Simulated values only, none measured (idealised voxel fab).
Title: Process Module voxel released beams
cross-section cut | 260 nm wide | cells 5 nm
Cross-section = grid of square cells, listed top down in bands; band = one or more rows.
Read a band's entry like this: the first values are the height of its top and the height of its bottom in nm, and what follows is the sequence of materials from left to right, each with its width in nm. Note that "air" is empty space, and that a single material marked "edge to edge" reaches across the band from edge to edge.
We count height from 0. Below that, the starting wafer is all one material. The lowest band never ends at the bottom but goes on down; see "from 0 down" for how that is written.
It should be noted that a width expressed as "30 to 40" varies in equal increments from row to row of cells within the band, taking the value of the first number at the top row and that of the second number at the bottom row.
Any step labelled "everything unchanged" changed none of the cells in the cross-section.
The label "Enclosed void list" introduces a list of the empty spaces, 8 cells or larger, that have no open way up to the top; each entry in it reads width x height at distance, where the distance is taken from the left edge and all three are stated in nm.
If you see something after the settings on a step's line, that's the simulator's own remark about that step.
Each step line may optionally specify "overlay nm", which for a step with a mask gives the rightward distance between the mask's planned place and where it lay, a negative value indicating the leftward direction.
Intended process steps:
- 1: RECEIVE: material Si
- 2: CONFORMAL_DEP: material SiN, thk nm 5
- 3: DIRECTIONAL_DEP: material SiO2, thk nm 20
- 4: DIRECTIONAL_DEP: material aC, thk nm 5
- 5: PATTERN: tone open, mask id ANCHOR, material resist, width nm 25, thk nm 35, overlay nm 0
- 6: DIRECTIONAL_ETCH: etch materials aC, depth nm 15
- 7: STRIP: etch materials resist
- 8: DIRECTIONAL_ETCH: etch materials SiO2, depth nm 20
- 9: STRIP: etch materials aC
- 10: CONFORMAL_DEP: material TiN, thk nm 10
- 11: MASKED_ETCH: tone cover, mask id BEAM, width nm 100, etch materials TiN, depth nm 10, overlay nm 0
- 12: STRIP: etch materials SiO2
The value of thk nm given for step 4 in the plan refers to the first wafer; the wafers vary in this setting and are alike at the start.
Here's the first of the wafers in cross-section, just as we got it, i.e. after step 1:
from 0 down: Si edge to edge
Enclosed void list: none
Gained (+) or lost (-) cells of each material since receipt, then closed voids: one row per wafer, at the end of the module:
thk nm 5; +52 SiN; +56 TiN; Enclosed void list: none
thk nm 10; +52 SiN; +56 TiN; Enclosed void list: none
thk nm 15; +52 SiN; +56 TiN; Enclosed void list: none
thk nm 20; +52 SiN; Enclosed void list: none
thk nm 25; +52 SiN; Enclosed void list: none
thk nm 30; +52 SiN; Enclosed void list: none
